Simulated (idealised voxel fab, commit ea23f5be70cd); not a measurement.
Herein follows the process module entitled voxel self aligned vias.
Displayed cross-section: cut, width of 225 nm, square cells sized 5 nm.
For the purposes of this document, a cross-section shall be understood as a grid of square cells, specified as bands listed in top-to-bottom order, each band consisting of one or more rows of cells. Top height, bottom height, nm. Materials left to right, width each, nm. Single material + "throughout" = fills band edge to edge. "blank" = empty. A quick word on heights: they are counted from 0, and under that level the wafer as it came to us is one material throughout. The lowest band is different from the rest in having no bottom; it simply continues downward, written as in "0 and below". Per-row width for "30->40": begins at first number (top row of band), ends at second number (bottom row), increment between rows held constant. When a step is marked "no modification", none of the cells in the cross-section changed during that step. Enclosed voids (no open way to top), threshold 8 cells or more, entry "Closed internal voids", notation width x height at distance, distance from left edge, nm. That trailing text on a step's line, after the settings, is the simulator's own remark on the step. Regarding "overlay nm": on a step with a mask, it is the distance the mask lay to the right of its planned place; a negative value places it to the left.
[plan]
1) RECEIVE: material Si
2) CONFORMAL_DEP: material SiO2, thk nm 10
3) CONFORMAL_DEP: material SiCN, thk nm 5
4) DIRECTIONAL_DEP: material lowk, thk nm 20
5) MASKED_ETCH: tone open, mask id LINES, width nm 30, pitch nm 55, etch materials lowk, depth nm 20, overlay nm 0
6) CONFORMAL_DEP: material TiN, thk nm 5
7) FILL_DEP: material Ru, thk nm 10
8) CMP: height nm 35
9) SELECTIVE_ETCH: etch materials W Ru TiN, depth nm 5
10) FILL_DEP: material SiN, thk nm 5
11) CMP: height nm 35
12) DIRECTIONAL_DEP: material lowk, thk nm 15
13) DIRECTIONAL_DEP: material aC, thk nm 10
14) PATTERN: tone open, mask id VIAS, material resist, width nm 40, pitch nm 55, thk nm 30, overlay nm 0
15) DIRECTIONAL_ETCH: etch materials aC, depth nm 10
16) STRIP: etch materials resist
17) DIRECTIONAL_ETCH: etch materials lowk, depth nm 15
18) DIRECTIONAL_ETCH: etch materials SiN, depth nm 5
19) STRIP: etch materials aC
20) CONFORMAL_DEP: material TiN, thk nm 5
21) FILL_DEP: material Ru, thk nm 10
22) CMP: height nm 50
23) CONFORMAL_DEP: material SiN, thk nm 5
[Incoming wafer in cross-section (state: after step 1)]
- 0 and below | Si throughout
- Closed internal voids: none
[Module complete, cross-section. Starting point and plan per above. One mistake made in running the module]
- 55 down to 50 | SiN throughout
- 50 down to 40 | 35 lowk / 5 TiN / 30 Ru / 5 TiN / 15 lowk / 5 TiN / 30 Ru / 5 TiN / 15 lowk / 5 TiN / 30 Ru / 5 TiN / 40 lowk
- 40 down to 35 | 35 lowk / 10 TiN / 20 Ru / 10 TiN / 15 lowk / 10 TiN / 20 Ru / 10 TiN / 15 lowk / 10 TiN / 20 Ru / 10 TiN / 40 lowk
- 35 down to 30 | 40 lowk / 30 TiN / 25 lowk / 30 TiN / 25 lowk / 30 TiN / 45 lowk
- 30 down to 20 | 40 lowk / 5 TiN / 20 Ru / 5 TiN / 25 lowk / 5 TiN / 20 Ru / 5 TiN / 25 lowk / 5 TiN / 20 Ru / 5 TiN / 45 lowk
- 20 down to 15 | 40 lowk / 30 TiN / 25 lowk / 30 TiN / 25 lowk / 30 TiN / 45 lowk
- 15 down to 5 | SiO2 throughout
- 5 down to 0 | SiCN throughout
- 0 and below | Si throughout
- Closed internal voids: none
What broke from the plan during processing? ran 2 and 3 in swapped order versus the plan
